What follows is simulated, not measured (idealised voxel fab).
voxel self aligned vias: a process module
We display cut, a cross-section 225 nm in width whose square cells are each 5 nm.
When this document writes out a cross-section, it uses a grid of square cells and lists it as bands, beginning at the top and moving down, with a band standing for one or more rows of cells. Heads up on the band format: heights come first, top then bottom, in nm. After that it's the materials left to right, each with its width in nm. A single material flagged "throughout" fills the whole band edge to edge, and "air" means there's empty space there. Height datum 0, below which the as-received substrate wafer is one material. Lowest band open at the bottom, running downward: "z 0 and below". You'd read "30 to 40" like this: the band's top row of cells is as wide as the first number, its bottom row is as wide as the second, and going down, every row changes width by the same amount as the row before did. A step reported as "nothing altered" is a step in which no cell of the cross-section changed. The entry "Encapsulated voids" lists the empty spaces that cover at least 8 cells and have no open path to the top. Each is written as width x height at distance, where the distance is measured from the left edge and all three values are in nm. Formally, on a step line, whatever follows the settings is a remark that the simulator itself makes on the step. overlay nm, on a step with a mask: how far to the right of its planned place the mask lay; to the left if negative. Each of the pairs that make up the rest of this document says: here is the cross-section before one process step, here is the cross-section after it, drawn only down to the lowest band that changed, and here, under the pair, is the step lying between them with its settings. Different pairs may come from different runs of this module on the same starting wafer, so a pair continues from the pair above it only where its entry headed "Pre-process" says so.

Pre-process
  z 0 and below = Si throughout
  Encapsulated voids: none

Post-Step Snapshot
  z 15 to 0 = SiO2 throughout
  For the remainder of the cross-section, below 0, there is no change.
  Encapsulated voids: none
Step linking the sections shown: CONFORMAL_DEP: material SiO2, thk nm 15

Pre-process: after-step cross-section of the pair just above applies.

Post-Step Snapshot
  z 20 to 15 = SiCN throughout
  For the remainder of the cross-section, below 15, there is no change.
  Encapsulated voids: none
Step linking the sections shown: CONFORMAL_DEP: material SiCN, thk nm 5

Pre-process: after-step cross-section of the pair just above applies.

Post-Step Snapshot
  z 40 to 20 = SiO2 throughout
  For the remainder of the cross-section, below 20, there is no change.
  Encapsulated voids: none
Step linking the sections shown: DIRECTIONAL_DEP: material SiO2, thk nm 20

Pre-process: after-step cross-section of the pair just above applies.

Post-Step Snapshot
  z 55 to 40 = aC throughout
  For the remainder of the cross-section, below 40, there is no change.
  Encapsulated voids: none
Step linking the sections shown: DIRECTIONAL_DEP: material aC, thk nm 15

Pre-process: after-step cross-section of the pair just above applies.

Post-Step Snapshot
  z 90 to 55 = resist=75, air=20, resist=30, air=20, resist=80
  For the remainder of the cross-section, below 55, there is no change.
  Encapsulated voids: none
Step linking the sections shown: PATTERN: tone open, mask id LINES, material resist, width nm 20, pitch nm 50, thk nm 35, overlay nm 0

Pre-process: after-step cross-section of the pair just above applies.

Post-Step Snapshot
  z 75 to 55 = resist=75, air=20, resist=30, air=20, resist=80
  z 55 to 40 = aC=75, air=20, aC=30, air=20, aC=80
  For the remainder of the cross-section, below 40, there is no change.
  Encapsulated voids: none
Step linking the sections shown: DIRECTIONAL_ETCH: etch materials aC, depth nm 15

Pre-process: after-step cross-section of the pair just above applies.

Post-Step Snapshot
  z 55 to 40 = aC=75, air=20, aC=30, air=20, aC=80
  For the remainder of the cross-section, below 40, there is no change.
  Encapsulated voids: none
Step linking the sections shown: STRIP: etch materials resist

Pre-process: after-step cross-section of the pair just above applies.

Post-Step Snapshot
  z 55 to 40 = aC=75, air=20, aC=30, air=20, aC=80
  z 40 to 20 = SiO2=75, air=20, SiO2=30, air=20, SiO2=80
  For the remainder of the cross-section, below 20, there is no change.
  Encapsulated voids: none
Step linking the sections shown: DIRECTIONAL_ETCH: etch materials SiO2, depth nm 20

Pre-process: after-step cross-section of the pair just above applies.

Post-Step Snapshot
  z 40 to 20 = SiO2=75, air=20, SiO2=30, air=20, SiO2=80
  For the remainder of the cross-section, below 20, there is no change.
  Encapsulated voids: none
Step linking the sections shown: STRIP: etch materials aC

Pre-process: after-step cross-section of the pair just above applies.

Post-Step Snapshot
  z 45 to 40 = TiN=80, air=10, TiN=40, air=10, TiN=85
  z 40 to 25 = SiO2=75, TiN=5, air=10, TiN=5, SiO2=30, TiN=5, air=10, TiN=5, SiO2=80
  z 25 to 20 = SiO2=75, TiN=20, SiO2=30, TiN=20, SiO2=80
  For the remainder of the cross-section, below 20, there is no change.
  Encapsulated voids: none
Step linking the sections shown: CONFORMAL_DEP: material TiN, thk nm 5

Pre-process: after-step cross-section of the pair just above applies.

Post-Step Snapshot
  z 50 to 45 = W throughout
  z 45 to 40 = TiN=80, W=10, TiN=40, W=10, TiN=85
  z 40 to 25 = SiO2=75, TiN=5, W=10, TiN=5, SiO2=30, TiN=5, W=10, TiN=5, SiO2=80
  For the remainder of the cross-section, below 25, there is no change.
  Encapsulated voids: none
Step linking the sections shown: FILL_DEP: material W, thk nm 5

Pre-process: after-step cross-section of the pair just above applies.

Post-Step Snapshot
  z 40 to 25 = SiO2=75, TiN=5, W=10, TiN=5, SiO2=30, TiN=5, W=10, TiN=5, SiO2=80
  For the remainder of the cross-section, below 25, there is no change.
  Encapsulated voids: none
Step linking the sections shown: CMP: height nm 40

Pre-process: after-step cross-section of the pair just above applies.

Post-Step Snapshot
  z 40 to 35 = SiO2=75, air=20, SiO2=30, air=20, SiO2=80
  For the remainder of the cross-section, below 35, there is no change.
  Encapsulated voids: none
Step linking the sections shown: SELECTIVE_ETCH: etch materials W Ru TiN, depth nm 5

Pre-process: after-step cross-section of the pair just above applies.

Post-Step Snapshot
  z 45 to 40 = SiN throughout
  z 40 to 35 = SiO2=75, SiN=20, SiO2=30, SiN=20, SiO2=80
  For the remainder of the cross-section, below 35, there is no change.
  Encapsulated voids: none
Step linking the sections shown: FILL_DEP: material SiN, thk nm 5

Pre-process: after-step cross-section of the pair just above applies.

Post-Step Snapshot
  z 40 to 35 = SiO2=75, SiN=20, SiO2=30, SiN=20, SiO2=80
  For the remainder of the cross-section, below 35, there is no change.
  Encapsulated voids: none
Step linking the sections shown: CMP: height nm 40

Pre-process: after-step cross-section of the pair just above applies.

Post-Step Snapshot
  z 55 to 40 = SiO2 throughout
  For the remainder of the cross-section, below 40, there is no change.
  Encapsulated voids: none
Step linking the sections shown: DIRECTIONAL_DEP: material SiO2, thk nm 15

Pre-process: after-step cross-section of the pair just above applies.

Post-Step Snapshot
  z 70 to 55 = aC throughout
  For the remainder of the cross-section, below 55, there is no change.
  Encapsulated voids: none
Step linking the sections shown: DIRECTIONAL_DEP: material aC, thk nm 15

Pre-process: after-step cross-section of the pair just above applies.

Post-Step Snapshot
  z 100 to 70 = resist=70, air=30, resist=20, air=30, resist=75
  For the remainder of the cross-section, below 70, there is no change.
  Encapsulated voids: none
Step linking the sections shown: PATTERN: tone open, mask id VIAS, material resist, width nm 30, pitch nm 50, thk nm 30, overlay nm 0

Pre-process: after-step cross-section of the pair just above applies.

Post-Step Snapshot
  z 85 to 70 = resist=70, air=30, resist=20, air=30, resist=75
  z 70 to 55 = aC=70, air=30, aC=20, air=30, aC=75
  For the remainder of the cross-section, below 55, there is no change.
  Encapsulated voids: none
Step linking the sections shown: DIRECTIONAL_ETCH: etch materials aC, depth nm 15

Pre-process: after-step cross-section of the pair just above applies.

Post-Step Snapshot
  z 70 to 55 = aC=70, air=30, aC=20, air=30, aC=75
  For the remainder of the cross-section, below 55, there is no change.
  Encapsulated voids: none
Step linking the sections shown: STRIP: etch materials resist

Pre-process: after-step cross-section of the pair just above applies.

Post-Step Snapshot
  z 70 to 55 = aC=70, air=30, aC=20, air=30, aC=75
  z 55 to 40 = SiO2=70, air=30, SiO2=20, air=30, SiO2=75
  For the remainder of the cross-section, below 40, there is no change.
  Encapsulated voids: none
Step linking the sections shown: DIRECTIONAL_ETCH: etch materials SiO2, depth nm 15

Pre-process: after-step cross-section of the pair just above applies.

Post-Step Snapshot
  z 70 to 55 = aC=70, air=30, aC=20, air=30, aC=75
  z 55 to 40 = SiO2=70, air=30, SiO2=20, air=30, SiO2=75
  z 40 to 35 = SiO2=75, air=20, SiO2=30, air=20, SiO2=80
  For the remainder of the cross-section, below 35, there is no change.
  Encapsulated voids: none
Step linking the sections shown: DIRECTIONAL_ETCH: etch materials SiN, depth nm 5

Pre-process: after-step cross-section of the pair just above applies.

Post-Step Snapshot
  z 55 to 40 = SiO2=70, air=30, SiO2=20, air=30, SiO2=75
  For the remainder of the cross-section, below 40, there is no change.
  Encapsulated voids: none
Step linking the sections shown: STRIP: etch materials aC

Pre-process: after-step cross-section of the pair just above applies.

Post-Step Snapshot
  z 60 to 55 = TiN=75, air=20, TiN=30, air=20, TiN=80
  z 55 to 45 = SiO2=70, TiN=5, air=20, TiN=5, SiO2=20, TiN=5, air=20, TiN=5, SiO2=75
  z 45 to 40 = SiO2=70, TiN=10, air=10, TiN=10, SiO2=20, TiN=10, air=10, TiN=10, SiO2=75
  z 40 to 35 = SiO2=75, TiN=20, SiO2=30, TiN=20, SiO2=80
  For the remainder of the cross-section, below 35, there is no change.
  Encapsulated voids: none
Step linking the sections shown: CONFORMAL_DEP: material TiN, thk nm 5

Pre-process: after-step cross-section of the pair just above applies.

Post-Step Snapshot
  z 70 to 60 = Cu throughout
  z 60 to 55 = TiN=75, Cu=20, TiN=30, Cu=20, TiN=80
  z 55 to 45 = SiO2=70, TiN=5, Cu=20, TiN=5, SiO2=20, TiN=5, Cu=20, TiN=5, SiO2=75
  z 45 to 40 = SiO2=70, TiN=10, Cu=10, TiN=10, SiO2=20, TiN=10, Cu=10, TiN=10, SiO2=75
  For the remainder of the cross-section, below 40, there is no change.
  Encapsulated voids: none
Step linking the sections shown: FILL_DEP: material Cu, thk nm 10

Pre-process: after-step cross-section of the pair just above applies.

Post-Step Snapshot
  z 55 to 45 = SiO2=70, TiN=5, Cu=20, TiN=5, SiO2=20, TiN=5, Cu=20, TiN=5, SiO2=75
  For the remainder of the cross-section, below 45, there is no change.
  Encapsulated voids: none
Step linking the sections shown: CMP: height nm 55

Pre-process: after-step cross-section of the pair just above applies.

Post-Step Snapshot
  z 60 to 55 = SiCN throughout
  For the remainder of the cross-section, below 55, there is no change.
  Encapsulated voids: none
Step linking the sections shown: CONFORMAL_DEP: material SiCN, thk nm 5

Pre-process
  z 70 to 60 = Cu throughout
  z 60 to 55 = TiN=75, Cu=20, TiN=30, Cu=20, TiN=80
  z 55 to 45 = SiO2=70, TiN=5, Cu=20, TiN=5, SiO2=20, TiN=5, Cu=20, TiN=5, SiO2=75
  z 45 to 40 = SiO2=70, TiN=10, Cu=10, TiN=10, SiO2=20, TiN=10, Cu=10, TiN=10, SiO2=75
  z 40 to 35 = SiO2=75, TiN=20, SiO2=30, TiN=20, SiO2=80
  z 35 to 25 = SiO2=75, TiN=5, W=10, TiN=5, SiO2=30, TiN=5, W=10, TiN=5, SiO2=80
  z 25 to 20 = SiO2=75, TiN=20, SiO2=30, TiN=20, SiO2=80
  z 20 to 15 = SiCN throughout
  z 15 to 0 = SiO2 throughout
  z 0 and below = Si throughout
  Encapsulated voids: none

Post-Step Snapshot
  z 75 to 70 = SiCN throughout
  For the remainder of the cross-section, below 70, there is no change.
  Encapsulated voids: none
Step linking the sections shown: CONFORMAL_DEP: material SiCN, thk nm 5

Pre-process
  z 70 to 55 = aC=70, air=30, aC=20, air=30, aC=75
  z 55 to 40 = SiO2=70, air=30, SiO2=20, air=30, SiO2=75
  z 40 to 35 = SiO2=75, SiN=20, SiO2=30, SiN=20, SiO2=80
  z 35 to 25 = SiO2=75, TiN=5, W=10, TiN=5, SiO2=30, TiN=5, W=10, TiN=5, SiO2=80
  z 25 to 20 = SiO2=75, TiN=20, SiO2=30, TiN=20, SiO2=80
  z 20 to 15 = SiCN throughout
  z 15 to 0 = SiO2 throughout
  z 0 and below = Si throughout
  Encapsulated voids: none

Post-Step Snapshot
  z 70 to 55 = aC=70, air=30, aC=20, air=30, aC=75
  z 55 to 40 = SiO2=70, air=30, SiO2=20, air=30, SiO2=75
  z 40 to 35 = SiO2=70, air=5, SiN=20, air=5, SiO2=20, air=5, SiN=20, air=5, SiO2=75
  z 35 to 25 = SiO2=70, air=5, TiN=5, W=10, TiN=5, air=5, SiO2=20, air=5, TiN=5, W=10, TiN=5, air=5, SiO2=75
  For the remainder of the cross-section, below 25, there is no change.
  Encapsulated voids: none
Step linking the sections shown: DIRECTIONAL_ETCH: etch materials SiO2, depth nm 15

Pre-process: after-step cross-section of the pair just above applies.

Post-Step Snapshot
  z 70 to 55 = aC=70, air=30, aC=20, air=30, aC=75
  z 55 to 35 = SiO2=70, air=30, SiO2=20, air=30, SiO2=75
  For the remainder of the cross-section, below 35, there is no change.
  Encapsulated voids: none
Step linking the sections shown: DIRECTIONAL_ETCH: etch materials SiN, depth nm 5

Pre-process: after-step cross-section of the pair just above applies.

Post-Step Snapshot
  z 55 to 35 = SiO2=70, air=30, SiO2=20, air=30, SiO2=75
  For the remainder of the cross-section, below 35, there is no change.
  Encapsulated voids: none
Step linking the sections shown: STRIP: etch materials aC

Pre-process: after-step cross-section of the pair just above applies.

Post-Step Snapshot
  z 60 to 55 = TiN=75, air=20, TiN=30, air=20, TiN=80
  z 55 to 40 = SiO2=70, TiN=5, air=20, TiN=5, SiO2=20, TiN=5, air=20, TiN=5, SiO2=75
  z 40 to 35 = SiO2=70, TiN=30, SiO2=20, TiN=30, SiO2=75
  z 35 to 25 = SiO2=70, TiN=10, W=10, TiN=10, SiO2=20, TiN=10, W=10, TiN=10, SiO2=75
  For the remainder of the cross-section, below 25, there is no change.
  Encapsulated voids: none
Step linking the sections shown: CONFORMAL_DEP: material TiN, thk nm 5

Pre-process: after-step cross-section of the pair just above applies.

Post-Step Snapshot
  z 70 to 60 = Cu throughout
  z 60 to 55 = TiN=75, Cu=20, TiN=30, Cu=20, TiN=80
  z 55 to 40 = SiO2=70, TiN=5, Cu=20, TiN=5, SiO2=20, TiN=5, Cu=20, TiN=5, SiO2=75
  For the remainder of the cross-section, below 40, there is no change.
  Encapsulated voids: none
Step linking the sections shown: FILL_DEP: material Cu, thk nm 10

Pre-process: after-step cross-section of the pair just above applies.

Post-Step Snapshot
  z 55 to 40 = SiO2=70, TiN=5, Cu=20, TiN=5, SiO2=20, TiN=5, Cu=20, TiN=5, SiO2=75
  For the remainder of the cross-section, below 40, there is no change.
  Encapsulated voids: none
Step linking the sections shown: CMP: height nm 55

Pre-process: after-step cross-section of the pair just above applies.

Post-Step Snapshot
  z 60 to 55 = SiCN throughout
  For the remainder of the cross-section, below 55, there is no change.
  Encapsulated voids: none
Step linking the sections shown: CONFORMAL_DEP: material SiCN, thk nm 5

Pre-process
  z 15 to 0 = SiO2 throughout
  z 0 and below = Si throughout
  Encapsulated voids: none

Post-Step Snapshot
  z 35 to 0 = SiO2 throughout
  For the remainder of the cross-section, below 0, there is no change.
  Encapsulated voids: none
Step linking the sections shown: DIRECTIONAL_DEP: material SiO2, thk nm 20

Pre-process: after-step cross-section of the pair just above applies.

Post-Step Snapshot
  z 40 to 35 = SiCN throughout
  For the remainder of the cross-section, below 35, there is no change.
  Encapsulated voids: none
Step linking the sections shown: CONFORMAL_DEP: material SiCN, thk nm 5

Pre-process: after-step cross-section of the pair just above applies.

Post-Step Snapshot
  z 55 to 40 = aC throughout
  For the remainder of the cross-section, below 40, there is no change.
  Encapsulated voids: none
Step linking the sections shown: DIRECTIONAL_DEP: material aC, thk nm 15

Pre-process: after-step cross-section of the pair just above applies.

Post-Step Snapshot
  z 90 to 55 = resist=75, air=20, resist=30, air=20, resist=80
  For the remainder of the cross-section, below 55, there is no change.
  Encapsulated voids: none
Step linking the sections shown: PATTERN: tone open, mask id LINES, material resist, width nm 20, pitch nm 50, thk nm 35, overlay nm 0

Pre-process: after-step cross-section of the pair just above applies.

Post-Step Snapshot
  z 75 to 55 = resist=75, air=20, resist=30, air=20, resist=80
  z 55 to 40 = aC=75, air=20, aC=30, air=20, aC=80
  For the remainder of the cross-section, below 40, there is no change.
  Encapsulated voids: none
Step linking the sections shown: DIRECTIONAL_ETCH: etch materials aC, depth nm 15

Pre-process: after-step cross-section of the pair just above applies.

Post-Step Snapshot
  z 55 to 40 = aC=75, air=20, aC=30, air=20, aC=80
  For the remainder of the cross-section, below 40, there is no change.
  Encapsulated voids: none
Step linking the sections shown: STRIP: etch materials resist

Pre-process: after-step cross-section of the pair just above applies.

Post-Step Snapshot
  z 40 to 35 = SiCN throughout
  For the remainder of the cross-section, below 35, there is no change.
  Encapsulated voids: none
Step linking the sections shown: STRIP: etch materials aC

Pre-process: after-step cross-section of the pair just above applies.

Post-Step Snapshot
  z 45 to 40 = TiN throughout
  For the remainder of the cross-section, below 40, there is no change.
  Encapsulated voids: none
Step linking the sections shown: CONFORMAL_DEP: material TiN, thk nm 5

Pre-process: after-step cross-section of the pair just above applies.

Post-Step Snapshot
  z 50 to 45 = W throughout
  For the remainder of the cross-section, below 45, there is no change.
  Encapsulated voids: none
Step linking the sections shown: FILL_DEP: material W, thk nm 5

Pre-process: after-step cross-section of the pair just above applies.

Post-Step Snapshot
  z 40 to 35 = SiCN throughout
  For the remainder of the cross-section, below 35, there is no change.
  Encapsulated voids: none
Step linking the sections shown: CMP: height nm 40

Pre-process: after-step cross-section of the pair just above applies.

Post-Step Snapshot
  z 45 to 40 = SiN throughout
  For the remainder of the cross-section, below 40, there is no change.
  Encapsulated voids: none
Step linking the sections shown: FILL_DEP: material SiN, thk nm 5

Pre-process: after-step cross-section of the pair just above applies.

Post-Step Snapshot
  z 40 to 35 = SiCN throughout
  For the remainder of the cross-section, below 35, there is no change.
  Encapsulated voids: none
Step linking the sections shown: CMP: height nm 40

Pre-process: after-step cross-section of the pair just above applies.

Post-Step Snapshot
  z 55 to 40 = SiO2 throughout
  For the remainder of the cross-section, below 40, there is no change.
  Encapsulated voids: none
Step linking the sections shown: DIRECTIONAL_DEP: material SiO2, thk nm 15

Pre-process: after-step cross-section of the pair just above applies.

Post-Step Snapshot
  z 70 to 55 = aC throughout
  For the remainder of the cross-section, below 55, there is no change.
  Encapsulated voids: none
Step linking the sections shown: DIRECTIONAL_DEP: material aC, thk nm 15

Pre-process: after-step cross-section of the pair just above applies.

Post-Step Snapshot
  z 100 to 70 = resist=70, air=30, resist=20, air=30, resist=75
  For the remainder of the cross-section, below 70, there is no change.
  Encapsulated voids: none
Step linking the sections shown: PATTERN: tone open, mask id VIAS, material resist, width nm 30, pitch nm 50, thk nm 30, overlay nm 0

Pre-process: after-step cross-section of the pair just above applies.

Post-Step Snapshot
  z 85 to 70 = resist=70, air=30, resist=20, air=30, resist=75
  z 70 to 55 = aC=70, air=30, aC=20, air=30, aC=75
  For the remainder of the cross-section, below 55, there is no change.
  Encapsulated voids: none
Step linking the sections shown: DIRECTIONAL_ETCH: etch materials aC, depth nm 15

Pre-process: after-step cross-section of the pair just above applies.

Post-Step Snapshot
  z 70 to 55 = aC=70, air=30, aC=20, air=30, aC=75
  For the remainder of the cross-section, below 55, there is no change.
  Encapsulated voids: none
Step linking the sections shown: STRIP: etch materials resist

Pre-process: after-step cross-section of the pair just above applies.

Post-Step Snapshot
  z 70 to 55 = aC=70, air=30, aC=20, air=30, aC=75
  z 55 to 40 = SiO2=70, air=30, SiO2=20, air=30, SiO2=75
  For the remainder of the cross-section, below 40, there is no change.
  Encapsulated voids: none
Step linking the sections shown: DIRECTIONAL_ETCH: etch materials SiO2, depth nm 15

Pre-process: after-step cross-section of the pair just above applies.

Post-Step Snapshot
  z 55 to 40 = SiO2=70, air=30, SiO2=20, air=30, SiO2=75
  For the remainder of the cross-section, below 40, there is no change.
  Encapsulated voids: none
Step linking the sections shown: STRIP: etch materials aC

Pre-process: after-step cross-section of the pair just above applies.

Post-Step Snapshot
  z 60 to 55 = TiN=75, air=20, TiN=30, air=20, TiN=80
  z 55 to 45 = SiO2=70, TiN=5, air=20, TiN=5, SiO2=20, TiN=5, air=20, TiN=5, SiO2=75
  z 45 to 40 = SiO2=70, TiN=30, SiO2=20, TiN=30, SiO2=75
  For the remainder of the cross-section, below 40, there is no change.
  Encapsulated voids: none
Step linking the sections shown: CONFORMAL_DEP: material TiN, thk nm 5

Pre-process: after-step cross-section of the pair just above applies.

Post-Step Snapshot
  z 70 to 60 = Cu throughout
  z 60 to 55 = TiN=75, Cu=20, TiN=30, Cu=20, TiN=80
  z 55 to 45 = SiO2=70, TiN=5, Cu=20, TiN=5, SiO2=20, TiN=5, Cu=20, TiN=5, SiO2=75
  For the remainder of the cross-section, below 45, there is no change.
  Encapsulated voids: none
Step linking the sections shown: FILL_DEP: material Cu, thk nm 10

Pre-process: after-step cross-section of the pair just above applies.

Post-Step Snapshot
  z 55 to 45 = SiO2=70, TiN=5, Cu=20, TiN=5, SiO2=20, TiN=5, Cu=20, TiN=5, SiO2=75
  For the remainder of the cross-section, below 45, there is no change.
  Encapsulated voids: none
Step linking the sections shown: CMP: height nm 55

Pre-process: after-step cross-section of the pair just above applies.

Post-Step Snapshot
  z 60 to 55 = SiCN throughout
  For the remainder of the cross-section, below 55, there is no change.
  Encapsulated voids: none
Step linking the sections shown: CONFORMAL_DEP: material SiCN, thk nm 5

Pre-process
  z 50 to 45 = W throughout
  z 45 to 40 = TiN=80, W=10, TiN=40, W=10, TiN=85
  z 40 to 25 = SiO2=75, TiN=5, W=10, TiN=5, SiO2=30, TiN=5, W=10, TiN=5, SiO2=80
  z 25 to 20 = SiO2=75, TiN=20, SiO2=30, TiN=20, SiO2=80
  z 20 to 15 = SiCN throughout
  z 15 to 0 = SiO2 throughout
  z 0 and below = Si throughout
  Encapsulated voids: none

Post-Step Snapshot
  z 35 to 25 = SiO2=75, TiN=5, W=10, TiN=5, SiO2=30, TiN=5, W=10, TiN=5, SiO2=80
  For the remainder of the cross-section, below 25, there is no change.
  Encapsulated voids: none
Step linking the sections shown: CMP: height nm 35

Pre-process: after-step cross-section of the pair just above applies.

Post-Step Snapshot
  z 35 to 30 = SiO2=75, air=20, SiO2=30, air=20, SiO2=80
  For the remainder of the cross-section, below 30, there is no change.
  Encapsulated voids: none
Step linking the sections shown: SELECTIVE_ETCH: etch materials W Ru TiN, depth nm 5

Pre-process: after-step cross-section of the pair just above applies.

Post-Step Snapshot
  z 40 to 35 = SiN throughout
  z 35 to 30 = SiO2=75, SiN=20, SiO2=30, SiN=20, SiO2=80
  For the remainder of the cross-section, below 30, there is no change.
  Encapsulated voids: none
Step linking the sections shown: FILL_DEP: material SiN, thk nm 5

Pre-process: after-step cross-section of the pair just above applies.

Post-Step Snapshot
  z 55 to 40 = SiO2 throughout
  For the remainder of the cross-section, below 40, there is no change.
  Encapsulated voids: none
Step linking the sections shown: DIRECTIONAL_DEP: material SiO2, thk nm 15

Pre-process: after-step cross-section of the pair just above applies.

Post-Step Snapshot
  z 70 to 55 = aC throughout
  For the remainder of the cross-section, below 55, there is no change.
  Encapsulated voids: none
Step linking the sections shown: DIRECTIONAL_DEP: material aC, thk nm 15

Pre-process: after-step cross-section of the pair just above applies.

Post-Step Snapshot
  z 100 to 70 = resist=70, air=30, resist=20, air=30, resist=75
  For the remainder of the cross-section, below 70, there is no change.
  Encapsulated voids: none
Step linking the sections shown: PATTERN: tone open, mask id VIAS, material resist, width nm 30, pitch nm 50, thk nm 30, overlay nm 0

Pre-process: after-step cross-section of the pair just above applies.

Post-Step Snapshot
  z 85 to 70 = resist=70, air=30, resist=20, air=30, resist=75
  z 70 to 55 = aC=70, air=30, aC=20, air=30, aC=75
  For the remainder of the cross-section, below 55, there is no change.
  Encapsulated voids: none
Step linking the sections shown: DIRECTIONAL_ETCH: etch materials aC, depth nm 15

Pre-process: after-step cross-section of the pair just above applies.

Post-Step Snapshot
  z 70 to 55 = aC=70, air=30, aC=20, air=30, aC=75
  For the remainder of the cross-section, below 55, there is no change.
  Encapsulated voids: none
Step linking the sections shown: STRIP: etch materials resist

Pre-process: after-step cross-section of the pair just above applies.

Post-Step Snapshot
  z 70 to 55 = aC=70, air=30, aC=20, air=30, aC=75
  z 55 to 40 = SiO2=70, air=30, SiO2=20, air=30, SiO2=75
  For the remainder of the cross-section, below 40, there is no change.
  Encapsulated voids: none
Step linking the sections shown: DIRECTIONAL_ETCH: etch materials SiO2, depth nm 15

Pre-process: after-step cross-section of the pair just above applies.

Post-Step Snapshot
  z 70 to 55 = aC=70, air=30, aC=20, air=30, aC=75
  z 55 to 40 = SiO2=70, air=30, SiO2=20, air=30, SiO2=75
  z 40 to 35 = SiN=70, air=30, SiN=20, air=30, SiN=75
  For the remainder of the cross-section, below 35, there is no change.
  Encapsulated voids: none
Step linking the sections shown: DIRECTIONAL_ETCH: etch materials SiN, depth nm 5

Pre-process: after-step cross-section of the pair just above applies.

Post-Step Snapshot
  z 55 to 40 = SiO2=70, air=30, SiO2=20, air=30, SiO2=75
  For the remainder of the cross-section, below 40, there is no change.
  Encapsulated voids: none
Step linking the sections shown: STRIP: etch materials aC

Pre-process: after-step cross-section of the pair just above applies.

Post-Step Snapshot
  z 60 to 55 = TiN=75, air=20, TiN=30, air=20, TiN=80
  z 55 to 40 = SiO2=70, TiN=5, air=20, TiN=5, SiO2=20, TiN=5, air=20, TiN=5, SiO2=75
  z 40 to 35 = SiN=70, TiN=30, SiN=20, TiN=30, SiN=75
  For the remainder of the cross-section, below 35, there is no change.
  Encapsulated voids: none
Step linking the sections shown: CONFORMAL_DEP: material TiN, thk nm 5

Pre-process: after-step cross-section of the pair just above applies.

Post-Step Snapshot
  z 70 to 60 = Cu throughout
  z 60 to 55 = TiN=75, Cu=20, TiN=30, Cu=20, TiN=80
  z 55 to 40 = SiO2=70, TiN=5, Cu=20, TiN=5, SiO2=20, TiN=5, Cu=20, TiN=5, SiO2=75
  For the remainder of the cross-section, below 40, there is no change.
  Encapsulated voids: none
Step linking the sections shown: FILL_DEP: material Cu, thk nm 10

Pre-process: after-step cross-section of the pair just above applies.

Post-Step Snapshot
  z 55 to 40 = SiO2=70, TiN=5, Cu=20, TiN=5, SiO2=20, TiN=5, Cu=20, TiN=5, SiO2=75
  For the remainder of the cross-section, below 40, there is no change.
  Encapsulated voids: none
Step linking the sections shown: CMP: height nm 55

Pre-process: after-step cross-section of the pair just above applies.

Post-Step Snapshot
  z 60 to 55 = SiCN throughout
  For the remainder of the cross-section, below 55, there is no change.
  Encapsulated voids: none
Step linking the sections shown: CONFORMAL_DEP: material SiCN, thk nm 5

Pre-process
  z 70 to 55 = aC throughout
  z 55 to 40 = SiO2 throughout
  z 40 to 35 = SiO2=75, SiN=20, SiO2=30, SiN=20, SiO2=80
  z 35 to 25 = SiO2=75, TiN=5, W=10, TiN=5, SiO2=30, TiN=5, W=10, TiN=5, SiO2=80
  z 25 to 20 = SiO2=75, TiN=20, SiO2=30, TiN=20, SiO2=80
  z 20 to 15 = SiCN throughout
  z 15 to 0 = SiO2 throughout
  z 0 and below = Si throughout
  Encapsulated voids: none

Post-Step Snapshot
  z 100 to 70 = resist=70, air=35, resist=15, air=35, resist=70
  For the remainder of the cross-section, below 70, there is no change.
  Encapsulated voids: none
Step linking the sections shown: PATTERN: tone open, mask id VIAS, material resist, width nm 35, pitch nm 50, thk nm 30, overlay nm 0

Pre-process: after-step cross-section of the pair just above applies.

Post-Step Snapshot
  z 85 to 70 = resist=70, air=35, resist=15, air=35, resist=70
  z 70 to 55 = aC=70, air=35, aC=15, air=35, aC=70
  For the remainder of the cross-section, below 55, there is no change.
  Encapsulated voids: none
Step linking the sections shown: DIRECTIONAL_ETCH: etch materials aC, depth nm 15

Pre-process: after-step cross-section of the pair just above applies.

Post-Step Snapshot
  z 70 to 55 = aC=70, air=35, aC=15, air=35, aC=70
  For the remainder of the cross-section, below 55, there is no change.
  Encapsulated voids: none
Step linking the sections shown: STRIP: etch materials resist

Pre-process: after-step cross-section of the pair just above applies.

Post-Step Snapshot
  z 70 to 55 = aC=70, air=35, aC=15, air=35, aC=70
  z 55 to 40 = SiO2=70, air=35, SiO2=15, air=35, SiO2=70
  For the remainder of the cross-section, below 40, there is no change.
  Encapsulated voids: none
Step linking the sections shown: DIRECTIONAL_ETCH: etch materials SiO2, depth nm 15

Pre-process: after-step cross-section of the pair just above applies.

Post-Step Snapshot
  z 70 to 55 = aC=70, air=35, aC=15, air=35, aC=70
  z 55 to 40 = SiO2=70, air=35, SiO2=15, air=35, SiO2=70
  z 40 to 35 = SiO2=75, air=20, SiO2=30, air=20, SiO2=80
  For the remainder of the cross-section, below 35, there is no change.
  Encapsulated voids: none
Step linking the sections shown: DIRECTIONAL_ETCH: etch materials SiN, depth nm 5

Pre-process: after-step cross-section of the pair just above applies.

Post-Step Snapshot
  z 55 to 40 = SiO2=70, air=35, SiO2=15, air=35, SiO2=70
  For the remainder of the cross-section, below 40, there is no change.
  Encapsulated voids: none
Step linking the sections shown: STRIP: etch materials aC

Pre-process: after-step cross-section of the pair just above applies.

Post-Step Snapshot
  z 60 to 55 = TiN=75, air=25, TiN=25, air=25, TiN=75
  z 55 to 45 = SiO2=70, TiN=5, air=25, TiN=5, SiO2=15, TiN=5, air=25, TiN=5, SiO2=70
  z 45 to 40 = SiO2=70, TiN=10, air=10, TiN=15, SiO2=15, TiN=10, air=10, TiN=15, SiO2=70
  z 40 to 35 = SiO2=75, TiN=20, SiO2=30, TiN=20, SiO2=80
  For the remainder of the cross-section, below 35, there is no change.
  Encapsulated voids: none
Step linking the sections shown: CONFORMAL_DEP: material TiN, thk nm 5

Pre-process: after-step cross-section of the pair just above applies.

Post-Step Snapshot
  z 70 to 60 = Cu throughout
  z 60 to 55 = TiN=75, Cu=25, TiN=25, Cu=25, TiN=75
  z 55 to 45 = SiO2=70, TiN=5, Cu=25, TiN=5, SiO2=15, TiN=5, Cu=25, TiN=5, SiO2=70
  z 45 to 40 = SiO2=70, TiN=10, Cu=10, TiN=15, SiO2=15, TiN=10, Cu=10, TiN=15, SiO2=70
  For the remainder of the cross-section, below 40, there is no change.
  Encapsulated voids: none
Step linking the sections shown: FILL_DEP: material Cu, thk nm 10

Pre-process: after-step cross-section of the pair just above applies.

Post-Step Snapshot
  z 55 to 45 = SiO2=70, TiN=5, Cu=25, TiN=5, SiO2=15, TiN=5, Cu=25, TiN=5, SiO2=70
  For the remainder of the cross-section, below 45, there is no change.
  Encapsulated voids: none
Step linking the sections shown: CMP: height nm 55
